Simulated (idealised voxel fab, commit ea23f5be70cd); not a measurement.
Herein follows the process module entitled voxel spacer lines.
For reference, the cross-section in this document is cut, with width 260 nm and square cells of 5 nm.
Just so we're on the same page, the cross-sections are grids of square cells, and they're listed out in bands top to bottom, each band one or more rows deep. First you get the band's top height and its bottom height, in nm, and then the materials it's made of, left to right, with each width in nm. If you see a single material with "all across", that one covers the band edge to edge. "blank" is empty space. A quick word on heights: they are counted from 0, and under that level the wafer as it came to us is one material throughout. The lowest band is different from the rest in having no bottom; it simply continues downward, written as in "top 0, no bottom". Note: "30 to 40" means the width goes from the first number (top row of the band) to the second number (bottom row) in equal steps per row of cells. "stayed the same" means the step left every cell of the cross-section as it was. Enclosed void listing: empty space of 8 cells or more with no open way to the top, each as width x height at its distance from the left edge, in nm. If you see something after the settings on a step's line, that's the simulator's own remark about that step. Each step line may optionally specify "overlay nm", which for a step with a mask gives the rightward distance between the mask's planned place and where it lay, a negative value indicating the leftward direction. Quick note on how to read the rest: it's all pairs. You get the cross-section before a process step and the one after, but the after one only goes down as far as the lowest band that changed. The step in between, with its settings, sits under the pair. Heads up, the pairs can come from different runs of this module on the same starting wafer, so don't assume a pair picks up from the one above unless its "Status quo ante" entry says it does.
### Status quo ante
* top 0, no bottom = Si all across
* Enclosed void listing: none
### Cross-Section Thereafter
* top 10, bottom 0 = Al2O3 all across
* Lower than 0, everything is as it was.
* Enclosed void listing: none
Step between the pre-process and post-process cross-sections given above: CONFORMAL_DEP: material Al2O3, thk nm 10
Status quo ante: the wafer arrives at this step looking as the after cross-section in the pair just above shows it.
### Cross-Section Thereafter
* top 20, bottom 10 = SiN all across
* Lower than 10, everything is as it was.
* Enclosed void listing: none
Step between the pre-process and post-process cross-sections given above: DIRECTIONAL_DEP: material SiN, thk nm 10
Status quo ante: the wafer arrives at this step looking as the after cross-section in the pair just above shows it.
### Cross-Section Thereafter
* top 45, bottom 20 = aC all across
* Lower than 20, everything is as it was.
* Enclosed void listing: none
Step between the pre-process and post-process cross-sections given above: DIRECTIONAL_DEP: material aC, thk nm 25
Status quo ante: the wafer arrives at this step looking as the after cross-section in the pair just above shows it.
### Cross-Section Thereafter
* top 80, bottom 45 = 45 blank  25 resist  45 blank  25 resist  45 blank  25 resist  50 blank
* Lower than 45, everything is as it was.
* Enclosed void listing: none
Step between the pre-process and post-process cross-sections given above: PATTERN: tone cover, mask id MANDREL, material resist, width nm 25, pitch nm 70, thk nm 35, overlay nm 0
Status quo ante: the wafer arrives at this step looking as the after cross-section in the pair just above shows it.
### Cross-Section Thereafter
* top 55, bottom 45 = 45 blank  25 resist  45 blank  25 resist  45 blank  25 resist  50 blank
* top 45, bottom 20 = 45 blank  25 aC  45 blank  25 aC  45 blank  25 aC  50 blank
* Lower than 20, everything is as it was.
* Enclosed void listing: none
Step between the pre-process and post-process cross-sections given above: DIRECTIONAL_ETCH: etch materials aC, depth nm 25
Status quo ante: the wafer arrives at this step looking as the after cross-section in the pair just above shows it.
### Cross-Section Thereafter
* top 45, bottom 20 = 45 blank  25 aC  45 blank  25 aC  45 blank  25 aC  50 blank
* Lower than 20, everything is as it was.
* Enclosed void listing: none
Step between the pre-process and post-process cross-sections given above: STRIP: etch materials resist
Status quo ante: the wafer arrives at this step looking as the after cross-section in the pair just above shows it.
### Cross-Section Thereafter
* top 55, bottom 45 = 35 blank  45 SiO2  25 blank  45 SiO2  25 blank  45 SiO2  40 blank
* top 45, bottom 30 = 35 blank  10 SiO2  25 aC  10 SiO2  25 blank  10 SiO2  25 aC  10 SiO2  25 blank  10 SiO2  25 aC  10 SiO2  40 blank
* top 30, bottom 20 = 45 SiO2  25 aC  45 SiO2  25 aC  45 SiO2  25 aC  50 SiO2
* Lower than 20, everything is as it was.
* Enclosed void listing: none
Step between the pre-process and post-process cross-sections given above: CONFORMAL_DEP: material SiO2, thk nm 10
Status quo ante: the wafer arrives at this step looking as the after cross-section in the pair just above shows it.
### Cross-Section Thereafter
* top 45, bottom 20 = 35 blank  10 SiO2  25 aC  10 SiO2  25 blank  10 SiO2  25 aC  10 SiO2  25 blank  10 SiO2  25 aC  10 SiO2  40 blank
* Lower than 20, everything is as it was.
* Enclosed void listing: none
Step between the pre-process and post-process cross-sections given above: DIRECTIONAL_ETCH: etch materials SiO2, depth nm 10
Status quo ante: the wafer arrives at this step looking as the after cross-section in the pair just above shows it.
### Cross-Section Thereafter
* top 45, bottom 20 = 35 blank  10 SiO2  25 blank  10 SiO2  25 blank  10 SiO2  25 blank  10 SiO2  25 blank  10 SiO2  25 blank  10 SiO2  40 blank
* Lower than 20, everything is as it was.
* Enclosed void listing: none
Step between the pre-process and post-process cross-sections given above: STRIP: etch materials aC
Status quo ante: the wafer arrives at this step looking as the after cross-section in the pair just above shows it.
### Cross-Section Thereafter
* top 45, bottom 20 = 35 blank  10 SiO2  25 blank  10 SiO2  25 blank  10 SiO2  25 blank  10 SiO2  25 blank  10 SiO2  25 blank  10 SiO2  40 blank
* top 20, bottom 10 = 35 blank  10 SiN  25 blank  10 SiN  25 blank  10 SiN  25 blank  10 SiN  25 blank  10 SiN  25 blank  10 SiN  40 blank
* Lower than 10, everything is as it was.
* Enclosed void listing: none
Step between the pre-process and post-process cross-sections given above: DIRECTIONAL_ETCH: etch materials SiN, depth nm 10
Status quo ante: the wafer arrives at this step looking as the after cross-section in the pair just above shows it.
### Cross-Section Thereafter
* top 20, bottom 10 = 35 blank  10 SiN  25 blank  10 SiN  25 blank  10 SiN  25 blank  10 SiN  25 blank  10 SiN  25 blank  10 SiN  40 blank
* Lower than 10, everything is as it was.
* Enclosed void listing: none
Step between the pre-process and post-process cross-sections given above: STRIP: etch materials SiO2
### Status quo ante
* top 0, no bottom = Si all across
* Enclosed void listing: none
### Cross-Section Thereafter
* top 10, bottom 0 = SiN all across
* Lower than 0, everything is as it was.
* Enclosed void listing: none
Step between the pre-process and post-process cross-sections given above: DIRECTIONAL_DEP: material SiN, thk nm 10
Status quo ante: the wafer arrives at this step looking as the after cross-section in the pair just above shows it.
### Cross-Section Thereafter
* top 35, bottom 10 = aC all across
* Lower than 10, everything is as it was.
* Enclosed void listing: none
Step between the pre-process and post-process cross-sections given above: DIRECTIONAL_DEP: material aC, thk nm 25
Status quo ante: the wafer arrives at this step looking as the after cross-section in the pair just above shows it.
### Cross-Section Thereafter
* top 70, bottom 35 = 45 blank  25 resist  45 blank  25 resist  45 blank  25 resist  50 blank
* Lower than 35, everything is as it was.
* Enclosed void listing: none
Step between the pre-process and post-process cross-sections given above: PATTERN: tone cover, mask id MANDREL, material resist, width nm 25, pitch nm 70, thk nm 35, overlay nm 0
Status quo ante: the wafer arrives at this step looking as the after cross-section in the pair just above shows it.
### Cross-Section Thereafter
* top 45, bottom 35 = 45 blank  25 resist  45 blank  25 resist  45 blank  25 resist  50 blank
* top 35, bottom 10 = 45 blank  25 aC  45 blank  25 aC  45 blank  25 aC  50 blank
* Lower than 10, everything is as it was.
* Enclosed void listing: none
Step between the pre-process and post-process cross-sections given above: DIRECTIONAL_ETCH: etch materials aC, depth nm 25
Status quo ante: the wafer arrives at this step looking as the after cross-section in the pair just above shows it.
### Cross-Section Thereafter
* top 35, bottom 10 = 45 blank  25 aC  45 blank  25 aC  45 blank  25 aC  50 blank
* Lower than 10, everything is as it was.
* Enclosed void listing: none
Step between the pre-process and post-process cross-sections given above: STRIP: etch materials resist
Status quo ante: the wafer arrives at this step looking as the after cross-section in the pair just above shows it.
### Cross-Section Thereafter
* top 45, bottom 35 = 35 blank  45 SiO2  25 blank  45 SiO2  25 blank  45 SiO2  40 blank
* top 35, bottom 20 = 35 blank  10 SiO2  25 aC  10 SiO2  25 blank  10 SiO2  25 aC  10 SiO2  25 blank  10 SiO2  25 aC  10 SiO2  40 blank
* top 20, bottom 10 = 45 SiO2  25 aC  45 SiO2  25 aC  45 SiO2  25 aC  50 SiO2
* Lower than 10, everything is as it was.
* Enclosed void listing: none
Step between the pre-process and post-process cross-sections given above: CONFORMAL_DEP: material SiO2, thk nm 10
Status quo ante: the wafer arrives at this step looking as the after cross-section in the pair just above shows it.
### Cross-Section Thereafter
* top 35, bottom 10 = 35 blank  10 SiO2  25 aC  10 SiO2  25 blank  10 SiO2  25 aC  10 SiO2  25 blank  10 SiO2  25 aC  10 SiO2  40 blank
* Lower than 10, everything is as it was.
* Enclosed void listing: none
Step between the pre-process and post-process cross-sections given above: DIRECTIONAL_ETCH: etch materials SiO2, depth nm 10
Status quo ante: the wafer arrives at this step looking as the after cross-section in the pair just above shows it.
### Cross-Section Thereafter
* top 35, bottom 10 = 35 blank  10 SiO2  25 blank  10 SiO2  25 blank  10 SiO2  25 blank  10 SiO2  25 blank  10 SiO2  25 blank  10 SiO2  40 blank
* Lower than 10, everything is as it was.
* Enclosed void listing: none
Step between the pre-process and post-process cross-sections given above: STRIP: etch materials aC
Status quo ante: the wafer arrives at this step looking as the after cross-section in the pair just above shows it.
### Cross-Section Thereafter
* top 35, bottom 10 = 35 blank  10 SiO2  25 blank  10 SiO2  25 blank  10 SiO2  25 blank  10 SiO2  25 blank  10 SiO2  25 blank  10 SiO2  40 blank
* top 10, bottom 0 = 35 blank  10 SiN  25 blank  10 SiN  25 blank  10 SiN  25 blank  10 SiN  25 blank  10 SiN  25 blank  10 SiN  40 blank
* Lower than 0, everything is as it was.
* Enclosed void listing: none
Step between the pre-process and post-process cross-sections given above: DIRECTIONAL_ETCH: etch materials SiN, depth nm 10
Status quo ante: the wafer arrives at this step looking as the after cross-section in the pair just above shows it.
### Cross-Section Thereafter
* top 10, bottom 0 = 35 blank  10 SiN  25 blank  10 SiN  25 blank  10 SiN  25 blank  10 SiN  25 blank  10 SiN  25 blank  10 SiN  40 blank
* Lower than 0, everything is as it was.
* Enclosed void listing: none
Step between the pre-process and post-process cross-sections given above: STRIP: etch materials SiO2
### Status quo ante
* top 45, bottom 20 = 35 blank  10 SiO2  25 aC  10 SiO2  25 blank  10 SiO2  25 aC  10 SiO2  25 blank  10 SiO2  25 aC  10 SiO2  40 blank
* top 20, bottom 10 = SiN all across
* top 10, bottom 0 = Al2O3 all across
* top 0, no bottom = Si all across
* Enclosed void listing: none
### Cross-Section Thereafter
* top 45, bottom 35 = 45 blank  25 aC  45 blank  25 aC  45 blank  25 aC  50 blank
* Lower than 35, everything is as it was.
* Enclosed void listing: none
Step between the pre-process and post-process cross-sections given above: DIRECTIONAL_ETCH: etch materials SiO2, depth nm 10
Status quo ante: the wafer arrives at this step looking as the after cross-section in the pair just above shows it.
### Cross-Section Thereafter
* top 35, bottom 20 = 35 blank  10 SiO2  25 blank  10 SiO2  25 blank  10 SiO2  25 blank  10 SiO2  25 blank  10 SiO2  25 blank  10 SiO2  40 blank
* Lower than 20, everything is as it was.
* Enclosed void listing: none
Step between the pre-process and post-process cross-sections given above: STRIP: etch materials aC
Status quo ante: the wafer arrives at this step looking as the after cross-section in the pair just above shows it.
### Cross-Section Thereafter
* top 35, bottom 20 = 35 blank  10 SiO2  25 blank  10 SiO2  25 blank  10 SiO2  25 blank  10 SiO2  25 blank  10 SiO2  25 blank  10 SiO2  40 blank
* top 20, bottom 10 = 35 blank  10 SiN  25 blank  10 SiN  25 blank  10 SiN  25 blank  10 SiN  25 blank  10 SiN  25 blank  10 SiN  40 blank
* Lower than 10, everything is as it was.
* Enclosed void listing: none
Step between the pre-process and post-process cross-sections given above: DIRECTIONAL_ETCH: etch materials SiN, depth nm 10
Status quo ante: the wafer arrives at this step looking as the after cross-section in the pair just above shows it.
### Cross-Section Thereafter
* top 20, bottom 10 = 35 blank  10 SiN  25 blank  10 SiN  25 blank  10 SiN  25 blank  10 SiN  25 blank  10 SiN  25 blank  10 SiN  40 blank
* Lower than 10, everything is as it was.
* Enclosed void listing: none
Step between the pre-process and post-process cross-sections given above: STRIP: etch materials SiO2
### Status quo ante
* top 10, bottom 0 = SiN all across
* top 0, no bottom = Si all across
* Enclosed void listing: none
### Cross-Section Thereafter
* top 20, bottom 10 = Al2O3 all across
* Lower than 10, everything is as it was.
* Enclosed void listing: none
Step between the pre-process and post-process cross-sections given above: CONFORMAL_DEP: material Al2O3, thk nm 10
Status quo ante: the wafer arrives at this step looking as the after cross-section in the pair just above shows it.
### Cross-Section Thereafter
* top 45, bottom 20 = aC all across
* Lower than 20, everything is as it was.
* Enclosed void listing: none
Step between the pre-process and post-process cross-sections given above: DIRECTIONAL_DEP: material aC, thk nm 25
Status quo ante: the wafer arrives at this step looking as the after cross-section in the pair just above shows it.
### Cross-Section Thereafter
* top 80, bottom 45 = 45 blank  25 resist  45 blank  25 resist  45 blank  25 resist  50 blank
* Lower than 45, everything is as it was.
* Enclosed void listing: none
Step between the pre-process and post-process cross-sections given above: PATTERN: tone cover, mask id MANDREL, material resist, width nm 25, pitch nm 70, thk nm 35, overlay nm 0
Status quo ante: the wafer arrives at this step looking as the after cross-section in the pair just above shows it.
### Cross-Section Thereafter
* top 55, bottom 45 = 45 blank  25 resist  45 blank  25 resist  45 blank  25 resist  50 blank
* top 45, bottom 20 = 45 blank  25 aC  45 blank  25 aC  45 blank  25 aC  50 blank
* Lower than 20, everything is as it was.
* Enclosed void listing: none
Step between the pre-process and post-process cross-sections given above: DIRECTIONAL_ETCH: etch materials aC, depth nm 25
Status quo ante: the wafer arrives at this step looking as the after cross-section in the pair just above shows it.
### Cross-Section Thereafter
* top 45, bottom 20 = 45 blank  25 aC  45 blank  25 aC  45 blank  25 aC  50 blank
* Lower than 20, everything is as it was.
* Enclosed void listing: none
Step between the pre-process and post-process cross-sections given above: STRIP: etch materials resist
Status quo ante: the wafer arrives at this step looking as the after cross-section in the pair just above shows it.
### Cross-Section Thereafter
* top 55, bottom 45 = 35 blank  45 SiO2  25 blank  45 SiO2  25 blank  45 SiO2  40 blank
* top 45, bottom 30 = 35 blank  10 SiO2  25 aC  10 SiO2  25 blank  10 SiO2  25 aC  10 SiO2  25 blank  10 SiO2  25 aC  10 SiO2  40 blank
* top 30, bottom 20 = 45 SiO2  25 aC  45 SiO2  25 aC  45 SiO2  25 aC  50 SiO2
* Lower than 20, everything is as it was.
* Enclosed void listing: none
Step between the pre-process and post-process cross-sections given above: CONFORMAL_DEP: material SiO2, thk nm 10
Status quo ante: the wafer arrives at this step looking as the after cross-section in the pair just above shows it.
### Cross-Section Thereafter
* top 45, bottom 20 = 35 blank  10 SiO2  25 aC  10 SiO2  25 blank  10 SiO2  25 aC  10 SiO2  25 blank  10 SiO2  25 aC  10 SiO2  40 blank
* Lower than 20, everything is as it was.
* Enclosed void listing: none
Step between the pre-process and post-process cross-sections given above: DIRECTIONAL_ETCH: etch materials SiO2, depth nm 10
Status quo ante: the wafer arrives at this step looking as the after cross-section in the pair just above shows it.
### Cross-Section Thereafter
* top 45, bottom 20 = 35 blank  10 SiO2  25 blank  10 SiO2  25 blank  10 SiO2  25 blank  10 SiO2  25 blank  10 SiO2  25 blank  10 SiO2  40 blank
* Lower than 20, everything is as it was.
* Enclosed void listing: none
Step between the pre-process and post-process cross-sections given above: STRIP: etch materials aC
Status quo ante: the wafer arrives at this step looking as the after cross-section in the pair just above shows it.
### Cross-Section Thereafter
* top 20, bottom 10 = Al2O3 all across
* Lower than 10, everything is as it was.
* Enclosed void listing: none
Step between the pre-process and post-process cross-sections given above: STRIP: etch materials SiO2
### Status quo ante
* top 0, no bottom = Si all across
* Enclosed void listing: none
### Cross-Section Thereafter
* top 5, bottom 0 = Al2O3 all across
* Lower than 0, everything is as it was.
* Enclosed void listing: none
Step between the pre-process and post-process cross-sections given above: CONFORMAL_DEP: material Al2O3, thk nm 5
Status quo ante: the wafer arrives at this step looking as the after cross-section in the pair just above shows it.
### Cross-Section Thereafter
* top 15, bottom 5 = SiN all across
* Lower than 5, everything is as it was.
* Enclosed void listing: none
Step between the pre-process and post-process cross-sections given above: DIRECTIONAL_DEP: material SiN, thk nm 10
Status quo ante: the wafer arrives at this step looking as the after cross-section in the pair just above shows it.
### Cross-Section Thereafter
* top 40, bottom 15 = aC all across
* Lower than 15, everything is as it was.
* Enclosed void listing: none
Step between the pre-process and post-process cross-sections given above: DIRECTIONAL_DEP: material aC, thk nm 25
Status quo ante: the wafer arrives at this step looking as the after cross-section in the pair just above shows it.
### Cross-Section Thereafter
* top 75, bottom 40 = 45 blank  25 resist  45 blank  25 resist  45 blank  25 resist  50 blank
* Lower than 40, everything is as it was.
* Enclosed void listing: none
Step between the pre-process and post-process cross-sections given above: PATTERN: tone cover, mask id MANDREL, material resist, width nm 25, pitch nm 70, thk nm 35, overlay nm 0
Status quo ante: the wafer arrives at this step looking as the after cross-section in the pair just above shows it.
### Cross-Section Thereafter
* top 50, bottom 40 = 45 blank  25 resist  45 blank  25 resist  45 blank  25 resist  50 blank
* top 40, bottom 15 = 45 blank  25 aC  45 blank  25 aC  45 blank  25 aC  50 blank
* Lower than 15, everything is as it was.
* Enclosed void listing: none
Step between the pre-process and post-process cross-sections given above: DIRECTIONAL_ETCH: etch materials aC, depth nm 25
Status quo ante: the wafer arrives at this step looking as the after cross-section in the pair just above shows it.
### Cross-Section Thereafter
* top 40, bottom 15 = 45 blank  25 aC  45 blank  25 aC  45 blank  25 aC  50 blank
* Lower than 15, everything is as it was.
* Enclosed void listing: none
Step between the pre-process and post-process cross-sections given above: STRIP: etch materials resist
Status quo ante: the wafer arrives at this step looking as the after cross-section in the pair just above shows it.
### Cross-Section Thereafter
* top 50, bottom 40 = 35 blank  45 SiO2  25 blank  45 SiO2  25 blank  45 SiO2  40 blank
* top 40, bottom 25 = 35 blank  10 SiO2  25 aC  10 SiO2  25 blank  10 SiO2  25 aC  10 SiO2  25 blank  10 SiO2  25 aC  10 SiO2  40 blank
* top 25, bottom 15 = 45 SiO2  25 aC  45 SiO2  25 aC  45 SiO2  25 aC  50 SiO2
* Lower than 15, everything is as it was.
* Enclosed void listing: none
Step between the pre-process and post-process cross-sections given above: CONFORMAL_DEP: material SiO2, thk nm 10
Status quo ante: the wafer arrives at this step looking as the after cross-section in the pair just above shows it.
### Cross-Section Thereafter
* top 40, bottom 15 = 35 blank  10 SiO2  25 aC  10 SiO2  25 blank  10 SiO2  25 aC  10 SiO2  25 blank  10 SiO2  25 aC  10 SiO2  40 blank
* Lower than 15, everything is as it was.
* Enclosed void listing: none
Step between the pre-process and post-process cross-sections given above: DIRECTIONAL_ETCH: etch materials SiO2, depth nm 10
Status quo ante: the wafer arrives at this step looking as the after cross-section in the pair just above shows it.
### Cross-Section Thereafter
* top 40, bottom 15 = 35 blank  10 SiO2  25 blank  10 SiO2  25 blank  10 SiO2  25 blank  10 SiO2  25 blank  10 SiO2  25 blank  10 SiO2  40 blank
* Lower than 15, everything is as it was.
* Enclosed void listing: none
Step between the pre-process and post-process cross-sections given above: STRIP: etch materials aC
Status quo ante: the wafer arrives at this step looking as the after cross-section in the pair just above shows it.
### Cross-Section Thereafter
* top 40, bottom 15 = 35 blank  10 SiO2  25 blank  10 SiO2  25 blank  10 SiO2  25 blank  10 SiO2  25 blank  10 SiO2  25 blank  10 SiO2  40 blank
* top 15, bottom 5 = 35 blank  10 SiN  25 blank  10 SiN  25 blank  10 SiN  25 blank  10 SiN  25 blank  10 SiN  25 blank  10 SiN  40 blank
* Lower than 5, everything is as it was.
* Enclosed void listing: none
Step between the pre-process and post-process cross-sections given above: DIRECTIONAL_ETCH: etch materials SiN, depth nm 10
Status quo ante: the wafer arrives at this step looking as the after cross-section in the pair just above shows it.
### Cross-Section Thereafter
* top 15, bottom 5 = 35 blank  10 SiN  25 blank  10 SiN  25 blank  10 SiN  25 blank  10 SiN  25 blank  10 SiN  25 blank  10 SiN  40 blank
* Lower than 5, everything is as it was.
* Enclosed void listing: none
Step between the pre-process and post-process cross-sections given above: STRIP: etch materials SiO2
### Status quo ante
* top 45, bottom 20 = aC all across
* top 20, bottom 10 = SiN all across
* top 10, bottom 0 = Al2O3 all across
* top 0, no bottom = Si all across
* Enclosed void listing: none
### Cross-Section Thereafter
* top 80, bottom 45 = 40 blank  35 resist  35 blank  35 resist  35 blank  35 resist  45 blank
* Lower than 45, everything is as it was.
* Enclosed void listing: none
Step between the pre-process and post-process cross-sections given above: PATTERN: tone cover, mask id MANDREL, material resist, width nm 35, pitch nm 70, thk nm 35, overlay nm 0
Status quo ante: the wafer arrives at this step looking as the after cross-section in the pair just above shows it.
### Cross-Section Thereafter
* top 55, bottom 45 = 40 blank  35 resist  35 blank  35 resist  35 blank  35 resist  45 blank
* top 45, bottom 20 = 40 blank  35 aC  35 blank  35 aC  35 blank  35 aC  45 blank
* Lower than 20, everything is as it was.
* Enclosed void listing: none
Step between the pre-process and post-process cross-sections given above: DIRECTIONAL_ETCH: etch materials aC, depth nm 25
Status quo ante: the wafer arrives at this step looking as the after cross-section in the pair just above shows it.
### Cross-Section Thereafter
* top 45, bottom 20 = 40 blank  35 aC  35 blank  35 aC  35 blank  35 aC  45 blank
* Lower than 20, everything is as it was.
* Enclosed void listing: none
Step between the pre-process and post-process cross-sections given above: STRIP: etch materials resist
Status quo ante: the wafer arrives at this step looking as the after cross-section in the pair just above shows it.
### Cross-Section Thereafter
* top 55, bottom 45 = 30 blank  55 SiO2  15 blank  55 SiO2  15 blank  55 SiO2  35 blank
* top 45, bottom 30 = 30 blank  10 SiO2  35 aC  10 SiO2  15 blank  10 SiO2  35 aC  10 SiO2  15 blank  10 SiO2  35 aC  10 SiO2  35 blank
* top 30, bottom 20 = 40 SiO2  35 aC  35 SiO2  35 aC  35 SiO2  35 aC  45 SiO2
* Lower than 20, everything is as it was.
* Enclosed void listing: none
Step between the pre-process and post-process cross-sections given above: CONFORMAL_DEP: material SiO2, thk nm 10
Status quo ante: the wafer arrives at this step looking as the after cross-section in the pair just above shows it.
### Cross-Section Thereafter
* top 45, bottom 20 = 30 blank  10 SiO2  35 aC  10 SiO2  15 blank  10 SiO2  35 aC  10 SiO2  15 blank  10 SiO2  35 aC  10 SiO2  35 blank
* Lower than 20, everything is as it was.
* Enclosed void listing: none
Step between the pre-process and post-process cross-sections given above: DIRECTIONAL_ETCH: etch materials SiO2, depth nm 10
Status quo ante: the wafer arrives at this step looking as the after cross-section in the pair just above shows it.
### Cross-Section Thereafter
* top 45, bottom 20 = 30 blank  10 SiO2  35 blank  10 SiO2  15 blank  10 SiO2  35 blank  10 SiO2  15 blank  10 SiO2  35 blank  10 SiO2  35 blank
* Lower than 20, everything is as it was.
* Enclosed void listing: none
Step between the pre-process and post-process cross-sections given above: STRIP: etch materials aC
Status quo ante: the wafer arrives at this step looking as the after cross-section in the pair just above shows it.
### Cross-Section Thereafter
* top 45, bottom 20 = 30 blank  10 SiO2  35 blank  10 SiO2  15 blank  10 SiO2  35 blank  10 SiO2  15 blank  10 SiO2  35 blank  10 SiO2  35 blank
* top 20, bottom 10 = 30 blank  10 SiN  35 blank  10 SiN  15 blank  10 SiN  35 blank  10 SiN  15 blank  10 SiN  35 blank  10 SiN  35 blank
* Lower than 10, everything is as it was.
* Enclosed void listing: none
Step between the pre-process and post-process cross-sections given above: DIRECTIONAL_ETCH: etch materials SiN, depth nm 10
Status quo ante: the wafer arrives at this step looking as the after cross-section in the pair just above shows it.
### Cross-Section Thereafter
* top 20, bottom 10 = 30 blank  10 SiN  35 blank  10 SiN  15 blank  10 SiN  35 blank  10 SiN  15 blank  10 SiN  35 blank  10 SiN  35 blank
* Lower than 10, everything is as it was.
* Enclosed void listing: none
Step between the pre-process and post-process cross-sections given above: STRIP: etch materials SiO2
### Status quo ante
* top 45, bottom 20 = aC all across
* top 20, bottom 10 = SiN all across
* top 10, bottom 0 = Al2O3 all across
* top 0, no bottom = Si all across
* Enclosed void listing: none
### Cross-Section Thereafter
* top 80, bottom 45 = 35 blank  25 resist  45 blank  25 resist  45 blank  25 resist  60 blank
* Lower than 45, everything is as it was.
* Enclosed void listing: none
Step between the pre-process and post-process cross-sections given above: PATTERN: tone cover, mask id MANDREL, material resist, width nm 25, pitch nm 70, thk nm 35, overlay nm -10
Status quo ante: the wafer arrives at this step looking as the after cross-section in the pair just above shows it.
### Cross-Section Thereafter
* top 55, bottom 45 = 35 blank  25 resist  45 blank  25 resist  45 blank  25 resist  60 blank
* top 45, bottom 20 = 35 blank  25 aC  45 blank  25 aC  45 blank  25 aC  60 blank
* Lower than 20, everything is as it was.
* Enclosed void listing: none
Step between the pre-process and post-process cross-sections given above: DIRECTIONAL_ETCH: etch materials aC, depth nm 25
Status quo ante: the wafer arrives at this step looking as the after cross-section in the pair just above shows it.
### Cross-Section Thereafter
* top 45, bottom 20 = 35 blank  25 aC  45 blank  25 aC  45 blank  25 aC  60 blank
* Lower than 20, everything is as it was.
* Enclosed void listing: none
Step between the pre-process and post-process cross-sections given above: STRIP: etch materials resist
Status quo ante: the wafer arrives at this step looking as the after cross-section in the pair just above shows it.
### Cross-Section Thereafter
* top 55, bottom 45 = 25 blank  45 SiO2  25 blank  45 SiO2  25 blank  45 SiO2  50 blank
* top 45, bottom 30 = 25 blank  10 SiO2  25 aC  10 SiO2  25 blank  10 SiO2  25 aC  10 SiO2  25 blank  10 SiO2  25 aC  10 SiO2  50 blank
* top 30, bottom 20 = 35 SiO2  25 aC  45 SiO2  25 aC  45 SiO2  25 aC  60 SiO2
* Lower than 20, everything is as it was.
* Enclosed void listing: none
Step between the pre-process and post-process cross-sections given above: CONFORMAL_DEP: material SiO2, thk nm 10
Status quo ante: the wafer arrives at this step looking as the after cross-section in the pair just above shows it.
### Cross-Section Thereafter
* top 45, bottom 20 = 25 blank  10 SiO2  25 aC  10 SiO2  25 blank  10 SiO2  25 aC  10 SiO2  25 blank  10 SiO2  25 aC  10 SiO2  50 blank
* Lower than 20, everything is as it was.
* Enclosed void listing: none
Step between the pre-process and post-process cross-sections given above: DIRECTIONAL_ETCH: etch materials SiO2, depth nm 10
Status quo ante: the wafer arrives at this step looking as the after cross-section in the pair just above shows it.
### Cross-Section Thereafter
* top 45, bottom 20 = 25 blank  10 SiO2  25 blank  10 SiO2  25 blank  10 SiO2  25 blank  10 SiO2  25 blank  10 SiO2  25 blank  10 SiO2  50 blank
* Lower than 20, everything is as it was.
* Enclosed void listing: none
Step between the pre-process and post-process cross-sections given above: STRIP: etch materials aC
Status quo ante: the wafer arrives at this step looking as the after cross-section in the pair just above shows it.
### Cross-Section Thereafter
* top 45, bottom 20 = 25 blank  10 SiO2  25 blank  10 SiO2  25 blank  10 SiO2  25 blank  10 SiO2  25 blank  10 SiO2  25 blank  10 SiO2  50 blank
* top 20, bottom 10 = 25 blank  10 SiN  25 blank  10 SiN  25 blank  10 SiN  25 blank  10 SiN  25 blank  10 SiN  25 blank  10 SiN  50 blank
* Lower than 10, everything is as it was.
* Enclosed void listing: none
Step between the pre-process and post-process cross-sections given above: DIRECTIONAL_ETCH: etch materials SiN, depth nm 10
Status quo ante: the wafer arrives at this step looking as the after cross-section in the pair just above shows it.
### Cross-Section Thereafter
* top 20, bottom 10 = 25 blank  10 SiN  25 blank  10 SiN  25 blank  10 SiN  25 blank  10 SiN  25 blank  10 SiN  25 blank  10 SiN  50 blank
* Lower than 10, everything is as it was.
* Enclosed void listing: none
Step between the pre-process and post-process cross-sections given above: STRIP: etch materials SiO2
### Status quo ante
* top 45, bottom 20 = 45 blank  25 aC  45 blank  25 aC  45 blank  25 aC  50 blank
* top 20, bottom 10 = SiN all across
* top 10, bottom 0 = Al2O3 all across
* top 0, no bottom = Si all across
* Enclosed void listing: none
### Cross-Section Thereafter
* top 55, bottom 45 = 35 blank  45 SiN  25 blank  45 SiN  25 blank  45 SiN  40 blank
* top 45, bottom 30 = 35 blank  10 SiN  25 aC  10 SiN  25 blank  10 SiN  25 aC  10 SiN  25 blank  10 SiN  25 aC  10 SiN  40 blank
* top 30, bottom 20 = 45 SiN  25 aC  45 SiN  25 aC  45 SiN  25 aC  50 SiN
* Lower than 20, everything is as it was.
* Enclosed void listing: none
Step between the pre-process and post-process cross-sections given above: CONFORMAL_DEP: material SiN, thk nm 10
Status quo ante: the wafer arrives at this step looking as the after cross-section in the pair just above shows it.
### Cross-Section Thereafter
* top 45, bottom 20 = 35 blank  10 SiN  25 aC  10 SiN  25 blank  10 SiN  25 aC  10 SiN  25 blank  10 SiN  25 aC  10 SiN  40 blank
* Lower than 20, everything is as it was.
* Enclosed void listing: none
Step between the pre-process and post-process cross-sections given above: DIRECTIONAL_ETCH: etch materials SiN, depth nm 10
### Status quo ante
* top 45, bottom 20 = aC all across
* top 20, bottom 10 = SiN all across
* top 10, bottom 0 = Al2O3 all across
* top 0, no bottom = Si all across
* Enclosed void listing: none
### Cross-Section Thereafter
* top 80, bottom 45 = 45 resist  25 blank  45 resist  25 blank  45 resist  25 blank  50 resist
* Lower than 45, everything is as it was.
* Enclosed void listing: none
Step between the pre-process and post-process cross-sections given above: PATTERN: tone open, mask id MANDREL, material resist, width nm 25, pitch nm 70, thk nm 35, overlay nm 0
Status quo ante: the wafer arrives at this step looking as the after cross-section in the pair just above shows it.
### Cross-Section Thereafter
* top 55, bottom 45 = 45 resist  25 blank  45 resist  25 blank  45 resist  25 blank  50 resist
* top 45, bottom 20 = 45 aC  25 blank  45 aC  25 blank  45 aC  25 blank  50 aC
* Lower than 20, everything is as it was.
* Enclosed void listing: none
Step between the pre-process and post-process cross-sections given above: DIRECTIONAL_ETCH: etch materials aC, depth nm 25
Status quo ante: the wafer arrives at this step looking as the after cross-section in the pair just above shows it.
### Cross-Section Thereafter
* top 45, bottom 20 = 45 aC  25 blank  45 aC  25 blank  45 aC  25 blank  50 aC
* Lower than 20, everything is as it was.
* Enclosed void listing: none
Step between the pre-process and post-process cross-sections given above: STRIP: etch materials resist
Status quo ante: the wafer arrives at this step looking as the after cross-section in the pair just above shows it.
### Cross-Section Thereafter
* top 55, bottom 45 = 55 SiO2  5 blank  65 SiO2  5 blank  65 SiO2  5 blank  60 SiO2
* top 45, bottom 30 = 45 aC  10 SiO2  5 blank  10 SiO2  45 aC  10 SiO2  5 blank  10 SiO2  45 aC  10 SiO2  5 blank  10 SiO2  50 aC
* top 30, bottom 20 = 45 aC  25 SiO2  45 aC  25 SiO2  45 aC  25 SiO2  50 aC
* Lower than 20, everything is as it was.
* Enclosed void listing: none
Step between the pre-process and post-process cross-sections given above: CONFORMAL_DEP: material SiO2, thk nm 10
